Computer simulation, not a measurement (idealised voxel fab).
voxel transistor to metal: a process module
Section cut is 195 nm wide and gridded with 5 nm square cells.
Throughout this document, each cross-section is represented as a grid of square cells and is presented as a sequence of bands enumerated from the top downward, where a band comprises one or more rows of cells. Per band: top height and bottom height in nm, followed by the left-to-right materials and their widths in nm; "throughout" marks a single material spanning edge to edge, "blank" marks empty space. Heads up on the height convention: 0 is the point under which the incoming wafer is all one material, and the lowest band has no bottom, it just keeps going down, like "z 0 and below". So if you see something like "30 to 40" for the width, read it as the top row of the band sitting at the first number and the bottom row at the second, with every row in between moving by the same amount as the last. "remains unaltered" -> step changed no cross-section cell. Any empty space of 8 cells or more lacking an open way to the top shows up in "Enclosed internal cavities" as width x height at distance, distance from the left edge, in nm. Where a step's line continues beyond its settings, the continuation is a remark by the simulator itself on that step. The setting "overlay nm" may be written on the line of a step. When the step uses a mask, the value reports how far to the right of the planned place the mask lay, and a negative value reports that it lay to the left.
## Process steps (planned)
| 1 | RECEIVE (material Si) |
| 2 | OXIDIZE (depth nm 5) |
| 3 | CONFORMAL_DEP (material SiN; thk nm 10) |
| 4 | DIRECTIONAL_DEP (material aC; thk nm 15) |
| 5 | PATTERN (tone cover; mask id ACTIVE; material resist; width nm 130; thk nm 30; overlay nm 0) |
| 6 | DIRECTIONAL_ETCH (etch materials aC; depth nm 15) |
| 7 | STRIP (etch materials resist) |
| 8 | DIRECTIONAL_ETCH (etch materials SiN; depth nm 10) |
| 9 | DIRECTIONAL_ETCH (etch materials SiO2; depth nm 5) |
| 10 | DIRECTIONAL_ETCH (etch materials Si; depth nm 30) |
| 11 | STRIP (etch materials aC) |
| 12 | FILL_DEP (material SiO2; thk nm 5) |
| 13 | CMP (height nm 10) |
| 14 | SELECTIVE_ETCH (etch materials SiO2; depth nm 10) |
| 15 | STRIP (etch materials SiN) |
| 16 | SELECTIVE_ETCH (etch materials SiO2; depth nm 5) |
| 17 | OXIDIZE (depth nm 5) |
| 18 | DIRECTIONAL_DEP (material polySi; thk nm 30) |
| 19 | DIRECTIONAL_DEP (material SiCN; thk nm 10) |
| 20 | DIRECTIONAL_DEP (material aC; thk nm 15) |
| 21 | PATTERN (tone cover; mask id GATE; material resist; width nm 30; thk nm 30; overlay nm 0) |
| 22 | DIRECTIONAL_ETCH (etch materials aC; depth nm 15) |
| 23 | STRIP (etch materials resist) |
| 24 | DIRECTIONAL_ETCH (etch materials SiCN; depth nm 20) |
| 25 | DIRECTIONAL_ETCH (etch materials polySi; depth nm 40) |
| 26 | STRIP (etch materials aC) |
| 27 | CONFORMAL_DEP (material SiN; thk nm 10) |
| 28 | DIRECTIONAL_ETCH (etch materials SiN; depth nm 10) |
| 29 | DIRECTIONAL_ETCH (etch materials SiO2; depth nm 5) |
| 30 | DIRECTIONAL_ETCH (etch materials Si; depth nm 10) |
| 31 | EPI (material pSi; thk nm 10) |
| 32 | FILL_DEP (material SiO2; thk nm 10) |
| 33 | CMP (height nm 25) |
| 34 | STRIP (etch materials polySi) |
| 35 | SELECTIVE_ETCH (etch materials SiO2; depth nm 5) |
| 36 | CONFORMAL_DEP (material HfO2; thk nm 5) |
| 37 | CONFORMAL_DEP (material TiN; thk nm 5) |
| 38 | FILL_DEP (material W; thk nm 10) |
| 39 | CMP (height nm 20) |
| 40 | DIRECTIONAL_DEP (material SiO2; thk nm 10) |
| 41 | PATTERN (tone open; mask id CONTACT; material resist; width nm 20; pitch nm 90; thk nm 20; overlay nm 0) |
| 42 | DIRECTIONAL_ETCH (etch materials SiO2; depth nm 40) |
| 43 | STRIP (etch materials resist) |
| 44 | CONFORMAL_DEP (material TiN; thk nm 5) |
| 45 | FILL_DEP (material W; thk nm 10) |
| 46 | CMP (height nm 30) |
| 47 | DIRECTIONAL_DEP (material TiN; thk nm 5) |
| 48 | DIRECTIONAL_DEP (material Ru; thk nm 25) |
| 49 | MASKED_ETCH (tone cover; mask id METAL_1; width nm 20; pitch nm 90; etch materials Ru; depth nm 25; overlay nm 0) |
| 50 | MASKED_ETCH (tone cover; mask id METAL_1; width nm 20; pitch nm 90; etch materials TiN; depth nm 5; overlay nm 0) |
| 51 | CONFORMAL_DEP (material SiN; thk nm 5) |
| 52 | FILL_DEP (material SiO2; thk nm 5) |
| 53 | CMP (height nm 60) |
| 54 | CONFORMAL_DEP (material SiCN; thk nm 5) |
## Wafer cross-section on receipt, i.e. after step 1
z 0 and below | Si throughout
Enclosed internal cavities: none
## First of two wafers at the end of the module, shown in cross-section; run carried out as planned
z 65 to 60 | SiCN throughout
z 60 to 35 | SiO2 35 nm, SiN 5 nm, Ru 20 nm, SiN 5 nm, SiO2 60 nm, SiN 5 nm, Ru 20 nm, SiN 5 nm, SiO2 40 nm
z 35 to 30 | SiN 40 nm, TiN 20 nm, SiN 70 nm, TiN 20 nm, SiN 45 nm
z 30 to 20 | SiO2 40 nm, TiN 5 nm, W 10 nm, TiN 5 nm, SiO2 70 nm, TiN 5 nm, W 10 nm, TiN 5 nm, SiO2 45 nm
z 20 to 0 | SiO2 40 nm, TiN 5 nm, W 10 nm, TiN 5 nm, SiO2 10 nm, SiN 10 nm, HfO2 5 nm, TiN 5 nm, W 10 nm, TiN 5 nm, HfO2 5 nm, SiN 10 nm, SiO2 10 nm, TiN 5 nm, W 10 nm, TiN 5 nm, SiO2 45 nm
z 0 to -5 | SiO2 40 nm, TiN 5 nm, W 10 nm, TiN 5 nm, pSi 10 nm, SiN 10 nm, HfO2 5 nm, TiN 20 nm, HfO2 5 nm, SiN 10 nm, pSi 10 nm, TiN 5 nm, W 10 nm, TiN 5 nm, SiO2 45 nm
z -5 to -10 | SiO2 40 nm, TiN 20 nm, pSi 10 nm, SiO2 5 nm, HfO2 40 nm, SiO2 5 nm, pSi 10 nm, TiN 20 nm, SiO2 45 nm
z -10 to -20 | SiO2 30 nm, pSi 40 nm, Si 50 nm, pSi 40 nm, SiO2 35 nm
z -20 to -35 | SiO2 30 nm, Si 130 nm, SiO2 35 nm
z -35 and below | Si throughout
Enclosed internal cavities: none
## Cross-section of the latter of the two wafers at module completion. It had an identical start and an identical plan to the former; in running it, one mistake was made
z 65 to 60 | SiCN throughout
z 60 to 35 | SiO2 35 nm, SiN 5 nm, Ru 20 nm, SiN 5 nm, SiO2 60 nm, SiN 5 nm, Ru 20 nm, SiN 5 nm, SiO2 40 nm
z 35 to 30 | SiN 40 nm, TiN 20 nm, SiN 70 nm, TiN 20 nm, SiN 45 nm
z 30 to 20 | SiO2 40 nm, TiN 5 nm, W 10 nm, TiN 5 nm, SiO2 70 nm, TiN 5 nm, W 10 nm, TiN 5 nm, SiO2 45 nm
z 20 to 0 | SiO2 40 nm, TiN 5 nm, W 10 nm, TiN 5 nm, SiO2 10 nm, SiN 10 nm, HfO2 5 nm, TiN 5 nm, W 10 nm, TiN 5 nm, HfO2 5 nm, SiN 10 nm, SiO2 10 nm, TiN 5 nm, W 10 nm, TiN 5 nm, SiO2 45 nm
z 0 to -5 | SiO2 40 nm, TiN 5 nm, W 10 nm, TiN 5 nm, pSi 10 nm, SiN 10 nm, HfO2 5 nm, TiN 20 nm, HfO2 5 nm, SiN 10 nm, pSi 10 nm, TiN 5 nm, W 10 nm, TiN 5 nm, SiO2 45 nm
z -5 to -10 | SiO2 40 nm, TiN 20 nm, pSi 10 nm, SiO2 5 nm, HfO2 40 nm, SiO2 5 nm, pSi 10 nm, TiN 20 nm, SiO2 45 nm
z -10 to -20 | SiO2 35 nm, pSi 35 nm, Si 50 nm, pSi 35 nm, SiO2 40 nm
z -20 to -35 | SiO2 35 nm, Si 120 nm, SiO2 40 nm
z -35 and below | Si throughout
Enclosed internal cavities: none
Misprocessing identified: step 5 ran differently from the plan; actual operation with settings: PATTERN (tone cover; mask id ACTIVE; material resist; width nm 120; thk nm 30; overlay nm 0)
In the final state, the cell counts of the second wafer exceed or fall short of those of the first for the following materials: 6 fewer of Si | 10 more of SiO2 | 4 fewer of pSi
